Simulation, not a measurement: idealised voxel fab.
The process module presented herein is designated voxel ribs on slabs.
195 nm wide, 5 nm square cells: that's cross-section cut.
Cross-section format: a grid of square cells, given as bands from top to bottom; each band is one or more rows of cells. Look at the band entry: it leads with the top's height and the bottom's height in nm. Then it lists the materials left to right, with a width in nm for each. The word "full width" on a single material says that material fills the band edge to edge. The word "empty" is empty space. Heads up on the height convention: 0 is the point under which the incoming wafer is all one material, and the lowest band has no bottom, it just keeps going down, like "0..down". It should be noted that a width expressed as "30 to 40" varies in equal increments from row to row of cells within the band, taking the value of the first number at the top row and that of the second number at the bottom row. The designation "no change occurred", where it is given for a processing step, indicates that no cell of the cross-section was altered in the course of that step. Closed empty spaces (no open way to the top) of 8 cells or more are what "Closed voids list" lists, each as width x height at distance from the left edge, nm for all three. On a step's line, text after the settings is the simulator commenting on that step. The line of a step may include "overlay nm". On a step with a mask, this value is how far to the right of its planned place the mask lay. A negative value means the mask lay to the left.

# Steps planned for the process
1) RECEIVE, material Si
2) DIRECTIONAL_DEP, material SiO2, thk nm 20
3) DIRECTIONAL_DEP, material polySi, thk nm 15
4) MASKED_ETCH, tone cover, mask id RIB, width nm 15, etch materials polySi, depth nm 5, overlay nm 0
5) DIRECTIONAL_DEP, material aC, thk nm 15
6) PATTERN, tone cover, mask id SLAB, material resist, width nm 55, thk nm 35, overlay nm 0
7) DIRECTIONAL_ETCH, etch materials aC, depth nm 15
8) STRIP, etch materials resist
9) DIRECTIONAL_ETCH, etch materials polySi, depth nm 10
10) STRIP, etch materials aC
11) FILL_DEP, material SiO2, thk nm 30
12) CMP, height nm 55
13) DIRECTIONAL_DEP, material TiN, thk nm 5
14) DIRECTIONAL_DEP, material aC, thk nm 15
15) PATTERN, tone cover, mask id HEATER, material resist, width nm 25, thk nm 30, overlay nm 0
16) DIRECTIONAL_ETCH, etch materials aC, depth nm 15
17) STRIP, etch materials resist
18) DIRECTIONAL_ETCH, etch materials TiN, depth nm 5
19) STRIP, etch materials aC
20) CONFORMAL_DEP, material SiN, thk nm 5

# Cross-sectional view of the wafer in its as-received condition, corresponding to the state after step 1
* 0..down | Si full width
* Closed voids list: none

# Cross-sectional view of the first of the two wafers upon completion of the module, processed in accordance with the plan
* 65..60 | 80 of empty | 35 of SiN | 80 of empty
* 60..55 | 85 of SiN | 25 of TiN | 85 of SiN
* 55..35 | SiO2 full width
* 35..30 | 90 of SiO2 | 15 of polySi | 90 of SiO2
* 30..20 | 70 of SiO2 | 55 of polySi | 70 of SiO2
* 20..0 | SiO2 full width
* 0..down | Si full width
* Closed voids list: none

# Module end: cross-section of wafer two of two. Same start and process plan as the first wafer. One mistake during execution
* 65..60 | SiN full width
* 60..35 | SiO2 full width
* 35..30 | 90 of SiO2 | 15 of polySi | 90 of SiO2
* 30..20 | 70 of SiO2 | 55 of polySi | 70 of SiO2
* 20..0 | SiO2 full width
* 0..down | Si full width
* Closed voids list: none
Error vs. plan: rather than as planned, step 13 actually ran as DIRECTIONAL_DEP, material SiO2, thk nm 5
Upon completion, the second wafer contains, in terms of cells, a greater or smaller amount of certain materials than the first wafer: SiN -2; SiO2 +39; TiN -5
